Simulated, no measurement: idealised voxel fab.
Process module, titled voxel released beams
It is cross-section cut that appears here, measuring 245 nm in width, its square cells being 5 nm in size.
Just so we're on the same page, the cross-sections are grids of square cells, and they're listed out in bands top to bottom, each band one or more rows deep. Top height, bottom height, nm. Materials left to right, width each, nm. Single material + "edge to edge" = fills band edge to edge. "empty" = empty. Ref level 0: as-received wafer is one material below here. Bottom band extends down with no lower bound ("0 nm and below"). Quick explanation for "30->40": the width changes in equal steps down the rows of cells, from the first number in the band's top row to the second number in its bottom row. Where the words "nothing got changed" appear for a step, the cross-section shows no cell changed by that step; every cell remained as before. The entry "Closed void table" lists the empty spaces that cover at least 8 cells and have no open path to the top. Each is written as width x height at distance, where the distance is measured from the left edge and all three values are in nm. Where a step's line continues beyond its settings, the continuation is a remark by the simulator itself on that step. overlay nm: right-of-plan distance of the mask on a masked step; negative values mean left-of-plan.
**These are the steps we planned for the process**
1,RECEIVE: material Si
2,CONFORMAL_DEP: material SiN, thk nm 10
3,DIRECTIONAL_DEP: material SiO2, thk nm 15
4,PATTERN: tone open, mask id ANCHOR, material resist, width nm 45, thk nm 15, overlay nm 0
5,DIRECTIONAL_ETCH: etch materials SiO2, depth nm 15
6,STRIP: etch materials resist
7,CONFORMAL_DEP: material TiN, thk nm 15
8,PATTERN: tone cover, mask id BEAM, material resist, width nm 95, thk nm 15, overlay nm 0
9,DIRECTIONAL_ETCH: etch materials TiN, depth nm 15
10,STRIP: etch materials resist
11,STRIP: etch materials SiO2
**Wafer as received: cross-section following step 1**
  0 nm and below | Si edge to edge
  Closed void table: none
**Figure: cross-sectional view of the wafer upon completion of the module, processed from the initial state and according to the plan depicted above, with one error introduced during execution**
  50 nm to 35 nm | empty (70) / TiN (95) / empty (80)
  35 nm to 25 nm | TiN edge to edge
  25 nm to 10 nm | SiO2 (75) / TiN (45) / SiO2 (125)
  10 nm to 0 nm | SiN edge to edge
  0 nm and below | Si edge to edge
  Closed void table: none
Against the plan, the run slipped here: step 7, actual vs plan mismatch, actual run CONFORMAL_DEP: material TiN, thk nm 25
